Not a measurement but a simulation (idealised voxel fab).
Name of the process module below: voxel self aligned vias
We display cut, a cross-section 280 nm in width whose square cells are each 5 nm.
Cross-section = grid of square cells, listed top down in bands; band = one or more rows.
Within each band entry, the heights of the top and of the bottom of the band appear first, in that order and in nm; the materials of the band then follow from left to right, each with its corresponding width in nm. The designation "throughout" on a single material indicates that it fills the band from edge to edge; the designation "air" indicates empty space.
Where do heights start? At 0: under that level the wafer as delivered is made of one material only. And the lowest band has no floor; it just carries on downward, as in "from 0 down".
A width such as "30->40" changes by the same amount from each row of cells to the next, from the band's top row to its bottom row.
Given "everything unchanged" for a step, no cell of the cross-section differs between before and after that step.
The entry "Closed cavities" lists the empty spaces that cover at least 8 cells and have no open path to the top. Each is written as width x height at distance, where the distance is measured from the left edge and all three values are in nm.
Text after the settings on a step's line: the simulator's own remark on that step.
overlay nm: how far to the right of its planned place the mask lay on this masked step (negative: to the left).
[Process steps foreseen in the plan]
| 1 | RECEIVE: material Si |
| 2 | CONFORMAL_DEP: material SiO2, thk nm 10 |
| 3 | CONFORMAL_DEP: material SiCN, thk nm 5 |
| 4 | DIRECTIONAL_DEP: material lowk, thk nm 30 |
| 5 | DIRECTIONAL_DEP: material aC, thk nm 15 |
| 6 | PATTERN: tone open, mask id LINES, material resist, width nm 30, pitch nm 65, thk nm 35, overlay nm 0 |
| 7 | DIRECTIONAL_ETCH: etch materials aC, depth nm 15 |
| 8 | STRIP: etch materials resist |
| 9 | DIRECTIONAL_ETCH: etch materials lowk, depth nm 30 |
| 10 | STRIP: etch materials aC |
| 11 | CONFORMAL_DEP: material TiN, thk nm 5 |
| 12 | FILL_DEP: material W, thk nm 10 |
| 13 | CMP: height nm 45 |
| 14 | SELECTIVE_ETCH: etch materials W Ru TiN, depth nm 10 |
| 15 | FILL_DEP: material SiN, thk nm 5 |
| 16 | CMP: height nm 45 |
| 17 | DIRECTIONAL_DEP: material lowk, thk nm 20 |
| 18 | MASKED_ETCH: tone open, mask id VIAS, width nm 50, pitch nm 65, etch materials lowk, depth nm 20, overlay nm 0 |
| 19 | MASKED_ETCH: tone open, mask id VIAS, width nm 50, pitch nm 65, etch materials SiN, depth nm 10, overlay nm 0 |
| 20 | CONFORMAL_DEP: material TiN, thk nm 5 |
| 21 | FILL_DEP: material Ru, thk nm 10 |
| 22 | CMP: height nm 65 |
| 23 | CONFORMAL_DEP: material SiN, thk nm 5 |
[Cross-section of the wafer at receipt, which is the condition after step 1]
* from 0 down = Si throughout
* Closed cavities: none
[Look at the cross-section after the module: the wafer started out the way shown above and the plan was the one shown above, yet one mistake was made along the way]
* from 70 to 65 = SiN throughout
* from 65 to 50 = lowk (60), then TiN (5), then Ru (40), then TiN (5), then lowk (15), then TiN (5), then Ru (40), then TiN (5), then lowk (15), then TiN (5), then Ru (40), then TiN (5), then lowk (40)
* from 50 to 40 = lowk (60), then TiN (5), then Ru (20), then TiN (25->5), then lowk (15->35), then TiN (5), then Ru (20), then TiN (25->5), then lowk (15->35), then TiN (5), then Ru (20), then TiN (25->5), then lowk (40->60)
* from 40 to 35 = lowk (60), then TiN (30), then lowk (35), then TiN (30), then lowk (35), then TiN (30), then lowk (60)
* from 35 to 20 = lowk (60), then TiN (5), then W (20), then TiN (5), then lowk (35), then TiN (5), then W (20), then TiN (5), then lowk (35), then TiN (5), then W (20), then TiN (5), then lowk (60)
* from 20 to 15 = lowk (60), then TiN (30), then lowk (35), then TiN (30), then lowk (35), then TiN (30), then lowk (60)
* from 15 to 10 = SiCN throughout
* from 10 to 0 = SiO2 throughout
* from 0 down = Si throughout
* Closed cavities: none
In executing the process, a mistake was made relative to the plan: step 18 was not run as planned; what actually ran was MASKED_ETCH: tone open, mask id VIAS, width nm 50, pitch nm 65, etch materials lowk, depth nm 20, overlay nm 10
